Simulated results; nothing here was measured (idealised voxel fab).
You're looking at the process module voxel gate over fins.
Cross-section cut spans 180 nm and uses square cells 5 nm in size.
Heads up, the way a cross-section reads in here is a grid of square cells, handed over as bands from the top down, with every band being one or more rows of cells.
Look at the band entry: it leads with the top's height and the bottom's height in nm. Then it lists the materials left to right, with a width in nm for each. The word "edge to edge" on a single material says that material fills the band edge to edge. The word "blank" is empty space.
The level at which height equals 0 is the one under which the wafer, as it arrives, is entirely one material. No lower edge exists for the bottom band, which continues downward and is notated as in "0 and below".
A width given as "30..40" starts at the first number in the band's top row and ends at the second number in its bottom row, shifting by an equal amount at every step from row to row.
No cell of the cross-section changed in a step that is given as "all unchanged".
Voids not open to the top, 8 cells minimum: see "Enclosed cavities". Written width x height at distance; distance is from the left edge; nm.
Post-settings text on a step line: simulator's own remark regarding the step.
On any step carrying a mask, the "overlay nm" setting, if present on the step's line, tells how far right of its planned place the mask lay; negative values point to the left.

-- Process steps foreseen in the plan
| 1 | RECEIVE (material Si) |
| 2 | CONFORMAL_DEP (material SiN; thk nm 5) |
| 3 | DIRECTIONAL_DEP (material aC; thk nm 15) |
| 4 | PATTERN (tone cover; mask id FINS; material resist; width nm 15; pitch nm 40; thk nm 35; overlay nm -5) |
| 5 | DIRECTIONAL_ETCH (etch materials aC; depth nm 15) |
| 6 | STRIP (etch materials resist) |
| 7 | DIRECTIONAL_ETCH (etch materials SiN; depth nm 5) |
| 8 | DIRECTIONAL_ETCH (etch materials Si; depth nm 30) |
| 9 | STRIP (etch materials aC) |
| 10 | FILL_DEP (material SiO2; thk nm 10) |
| 11 | CMP (height nm 5) |
| 12 | SELECTIVE_ETCH (etch materials SiO2; depth nm 15) |
| 13 | STRIP (etch materials SiN) |
| 14 | CONFORMAL_DEP (material HfO2; thk nm 5) |
| 15 | CONFORMAL_DEP (material TiN; thk nm 5) |
| 16 | FILL_DEP (material W; thk nm 10) |
| 17 | CMP (height nm 15) |
| 18 | CONFORMAL_DEP (material SiCN; thk nm 5) |
It is noted that the wafers described herein are identical at the outset and are distinguished by the overlay nm of step 4; the value stated in the plan corresponds to the first wafer.

-- Cross-sectional view of the first of several wafers in the as-received condition, corresponding to the state following step 1
* 0 and below: Si edge to edge
* Enclosed cavities: none

-- Last step of the module is step 18; after it, the first of several wafers in cross-section
* 20 down to 15: SiCN edge to edge
* 15 down to 10: W edge to edge
* 10 down to 5: W 5, then TiN 35, then W 5, then TiN 35, then W 5, then TiN 35, then W 5, then TiN 35, then W 20
* 5 down to 0: W 5, then TiN 5, then HfO2 25, then TiN 5, then W 5, then TiN 5, then HfO2 25, then TiN 5, then W 5, then TiN 5, then HfO2 25, then TiN 5, then W 5, then TiN 5, then HfO2 25, then TiN 5, then W 20
* 0 down to -5: TiN 10, then HfO2 5, then Si 15, then HfO2 5, then TiN 15, then HfO2 5, then Si 15, then HfO2 5, then TiN 15, then HfO2 5, then Si 15, then HfO2 5, then TiN 15, then HfO2 5, then Si 15, then HfO2 5, then TiN 25
* -5 down to -10: HfO2 15, then Si 15, then HfO2 25, then Si 15, then HfO2 25, then Si 15, then HfO2 25, then Si 15, then HfO2 30
* -10 down to -30: SiO2 15, then Si 15, then SiO2 25, then Si 15, then SiO2 25, then Si 15, then SiO2 25, then Si 15, then SiO2 30
* -30 and below: Si edge to edge
* Enclosed cavities: none

-- Final wafer of several, shown in cross-section at the end of the module
* 20 down to 15: SiCN edge to edge
* 15 down to 10: W edge to edge
* 10 down to 5: W 20, then TiN 35, then W 5, then TiN 35, then W 5, then TiN 35, then W 5, then TiN 35, then W 5
* 5 down to 0: W 20, then TiN 5, then HfO2 25, then TiN 5, then W 5, then TiN 5, then HfO2 25, then TiN 5, then W 5, then TiN 5, then HfO2 25, then TiN 5, then W 5, then TiN 5, then HfO2 25, then TiN 5, then W 5
* 0 down to -5: TiN 25, then HfO2 5, then Si 15, then HfO2 5, then TiN 15, then HfO2 5, then Si 15, then HfO2 5, then TiN 15, then HfO2 5, then Si 15, then HfO2 5, then TiN 15, then HfO2 5, then Si 15, then HfO2 5, then TiN 10
* -5 down to -10: HfO2 30, then Si 15, then HfO2 25, then Si 15, then HfO2 25, then Si 15, then HfO2 25, then Si 15, then HfO2 15
* -10 down to -30: SiO2 30, then Si 15, then SiO2 25, then Si 15, then SiO2 25, then Si 15, then SiO2 25, then Si 15, then SiO2 15
* -30 and below: Si edge to edge
* Enclosed cavities: none

-- What follows is a table in which each wafer occupies a row; for the wafer as it stands at the close of the module, the row states, material by material, how many cells have been gained (+) or lost (-) since receipt, and then gives its closed voids
overlay nm -5, +52 HfO2, -144 Si, +36 SiCN, +96 SiO2, +52 TiN, +52 W, Enclosed cavities: none
overlay nm 0, +52 HfO2, -144 Si, +36 SiCN, +96 SiO2, +52 TiN, +52 W, Enclosed cavities: none
overlay nm 5, +52 HfO2, -144 Si, +36 SiCN, +96 SiO2, +52 TiN, +52 W, Enclosed cavities: none
overlay nm 10, +52 HfO2, -144 Si, +36 SiCN, +96 SiO2, +52 TiN, +52 W, Enclosed cavities: none
